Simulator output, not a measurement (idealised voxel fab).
process module | voxel released beams
cross-section cut | 255 nm wide | cells 5 nm
A cross-section is a grid of square cells, given in bands from the top down. A band is one or more rows of cells.
Each band's line starts with the height of the band's top and of its bottom, in nm. Then come its materials from left to right, each with its width in nm. One material with "throughout" fills the band from edge to edge. "air" is empty space.
Height 0 is the level under which the wafer as received is all one material. The lowest band goes on downwards, as in "0 down".
A width such as "30 to 40" changes by the same amount from each row of cells to the next, from the band's top row to its bottom row.
"no change" after a step means that no cell of the cross-section changed.
closed voids: empty space of 8 cells or more with no open way to the top, each as width x height at its distance from the left edge, in nm
after a step's settings: what the simulator itself notes on the step
overlay nm, on a step with a mask: how far to the right of its planned place the mask lay; to the left if negative
plan
1 op RECEIVE | material Si
2 op CONFORMAL_DEP | material SiN | thk nm 10
3 op DIRECTIONAL_DEP | material SiO2 | thk nm 10
4 op MASKED_ETCH | tone open | mask id ANCHOR | width nm 45 | etch materials SiO2 | depth nm 10 | overlay nm 0
5 op CONFORMAL_DEP | material TiN | thk nm 15
6 op MASKED_ETCH | tone cover | mask id BEAM | width nm 120 | etch materials TiN | depth nm 15 | overlay nm 0
7 op STRIP | etch materials SiO2
as received, after step 1
  0 down: Si throughout
  closed voids: none
a wafer at the end: this start, this plan, one mistake
  25 to 15: air 65 | TiN 20 | air 15 | TiN 85 | air 70
  15 to 10: air 65 | TiN 120 | air 70
  10 to 0: air 70 | TiN 45 | air 140
  0 down: Si throughout
  closed voids: none
what went wrong: step 2 was left out
